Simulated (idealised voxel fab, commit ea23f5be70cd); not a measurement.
The process module presented herein is designated voxel double patterning.
The cross-section shown here is cut; it is 180 nm wide and divided into square cells measuring 5 nm on a side.
In what follows, cross-sections appear as grids of square cells, described through bands that run from the top down, where every band is one or more rows of cells.
It is stipulated that each band's entry specify, in nanometres, the height of the top of the band and then that of its bottom, followed by the materials of the band in left-to-right sequence, each together with its width in nanometres. A single material marked by the word "edge to edge" is understood to fill the band from edge to edge; the word "air" is understood to denote empty space.
Counting heights begins at 0, where everything beneath is, in the wafer as received, one material. The lowest band has no bottom; it goes on downwards, as "from 0 down" shows.
With a width like "30 to 40", each row of cells in the band differs from the next by the same amount, the top row carrying the first number and the bottom row the second.
"no change" (step): cross-section cells unchanged, all of them.
"Closed voids list" lists enclosed empty spaces (at least 8 cells, no open path upward to the top), each as width x height at distance from the left edge, in nm.
Where a step's line continues beyond its settings, the continuation is a remark by the simulator itself on that step.
overlay nm: right-of-plan distance of the mask on a masked step; negative values mean left-of-plan.
PROCESS STEPS - PLAN
1 RECEIVE, material Si
2 CONFORMAL_DEP, material SiO2, thk nm 5
3 DIRECTIONAL_DEP, material W, thk nm 20
4 DIRECTIONAL_DEP, material SiCN, thk nm 5
5 MASKED_ETCH, tone open, mask id FIRST, width nm 15, pitch nm 50, etch materials SiCN, depth nm 5, overlay nm 0
6 PATTERN, tone open, mask id SECOND, material resist, width nm 15, pitch nm 50, thk nm 15, overlay nm 0
7 DIRECTIONAL_ETCH, etch materials SiCN, depth nm 5
8 STRIP, etch materials resist
9 DIRECTIONAL_ETCH, etch materials W, depth nm 20
10 STRIP, etch materials SiCN
FIRST WAFER, TWO IN TOTAL, RUN AS PLANNED
DELIVERED WAFER IN CROSS-SECTION: STATE AFTER STEP 1
* from 0 down  Si edge to edge
* Closed voids list: none
HOW THE WAFER STANDS IN SECTION AFTER STEP 2
* from 5 to 0  SiO2 edge to edge
* Heights below 0 show no change.
HOW THE WAFER STANDS IN SECTION AFTER STEP 3
* from 25 to 5  W edge to edge
* Heights below 5 show no change.
HOW THE WAFER STANDS IN SECTION AFTER STEP 4
* from 30 to 25  SiCN edge to edge
* Heights below 25 show no change.
HOW THE WAFER STANDS IN SECTION AFTER STEP 5
* from 30 to 25  30 SiCN | 15 air | 35 SiCN | 15 air | 35 SiCN | 15 air | 35 SiCN
* Heights below 25 show no change.
HOW THE WAFER STANDS IN SECTION AFTER STEP 6
* from 45 to 30  55 resist | 15 air | 35 resist | 15 air | 60 resist
* from 30 to 25  30 SiCN | 15 resist | 35 SiCN | 15 resist | 35 SiCN | 15 resist | 35 SiCN
* Heights below 25 show no change.
HOW THE WAFER STANDS IN SECTION AFTER STEP 7
* from 45 to 30  55 resist | 15 air | 35 resist | 15 air | 60 resist
* from 30 to 25  30 SiCN | 15 resist | 10 SiCN | 15 air | 10 SiCN | 15 resist | 10 SiCN | 15 air | 10 SiCN | 15 resist | 35 SiCN
* Heights below 25 show no change.
HOW THE WAFER STANDS IN SECTION AFTER STEP 8
* from 30 to 25  30 SiCN | 15 air | 10 SiCN | 15 air | 10 SiCN | 15 air | 10 SiCN | 15 air | 10 SiCN | 15 air | 35 SiCN
* Heights below 25 show no change.
HOW THE WAFER STANDS IN SECTION AFTER STEP 9
* from 30 to 25  30 SiCN | 15 air | 10 SiCN | 15 air | 10 SiCN | 15 air | 10 SiCN | 15 air | 10 SiCN | 15 air | 35 SiCN
* from 25 to 5  30 W | 15 air | 10 W | 15 air | 10 W | 15 air | 10 W | 15 air | 10 W | 15 air | 35 W
* Heights below 5 show no change.
HOW THE WAFER STANDS IN SECTION AFTER STEP 10
* from 25 to 5  30 W | 15 air | 10 W | 15 air | 10 W | 15 air | 10 W | 15 air | 10 W | 15 air | 35 W
* Heights below 5 show no change.
THE SECOND WAFER: COMMON ORIGIN AND PLAN, ONE MISTAKE IN EXECUTION, IDENTICAL TO THE FIRST THROUGH STEP 4
CROSS-SECTION OF THE SECOND WAFER CORRESPONDING TO THE PLANNED CONCLUSION OF STEP 5
* from 30 to 25  25 SiCN | 25 air | 25 SiCN | 25 air | 25 SiCN | 25 air | 30 SiCN
* Heights below 25 show no change.
CROSS-SECTION OF THE SECOND WAFER CORRESPONDING TO THE PLANNED CONCLUSION OF STEP 6
* from 45 to 30  55 resist | 15 air | 35 resist | 15 air | 60 resist
* from 30 to 25  25 SiCN | 25 resist | 25 SiCN | 25 resist | 25 SiCN | 25 resist | 30 SiCN
* Heights below 25 show no change.
CROSS-SECTION OF THE SECOND WAFER CORRESPONDING TO THE PLANNED CONCLUSION OF STEP 7
* from 45 to 30  55 resist | 15 air | 35 resist | 15 air | 60 resist
* from 30 to 25  25 SiCN | 25 resist | 5 SiCN | 15 air | 5 SiCN | 25 resist | 5 SiCN | 15 air | 5 SiCN | 25 resist | 30 SiCN
* Heights below 25 show no change.
CROSS-SECTION OF THE SECOND WAFER CORRESPONDING TO THE PLANNED CONCLUSION OF STEP 8
* from 30 to 25  25 SiCN | 25 air | 5 SiCN | 15 air | 5 SiCN | 25 air | 5 SiCN | 15 air | 5 SiCN | 25 air | 30 SiCN
* Heights below 25 show no change.
CROSS-SECTION OF THE SECOND WAFER CORRESPONDING TO THE PLANNED CONCLUSION OF STEP 9
* from 30 to 25  25 SiCN | 25 air | 5 SiCN | 15 air | 5 SiCN | 25 air | 5 SiCN | 15 air | 5 SiCN | 25 air | 30 SiCN
* from 25 to 5  25 W | 25 air | 5 W | 15 air | 5 W | 25 air | 5 W | 15 air | 5 W | 25 air | 30 W
* Heights below 5 show no change.
CROSS-SECTION OF THE SECOND WAFER CORRESPONDING TO THE PLANNED CONCLUSION OF STEP 10
* from 25 to 5  25 W | 25 air | 5 W | 15 air | 5 W | 25 air | 5 W | 15 air | 5 W | 25 air | 30 W
* Heights below 5 show no change.
Diagnosis: not per plan at step 5, really ran MASKED_ETCH, tone open, mask id FIRST, width nm 25, pitch nm 50, etch materials SiCN, depth nm 5, overlay nm 0
Count the cells at the end and the second wafer has more or fewer of some materials than the first: 24 fewer of W
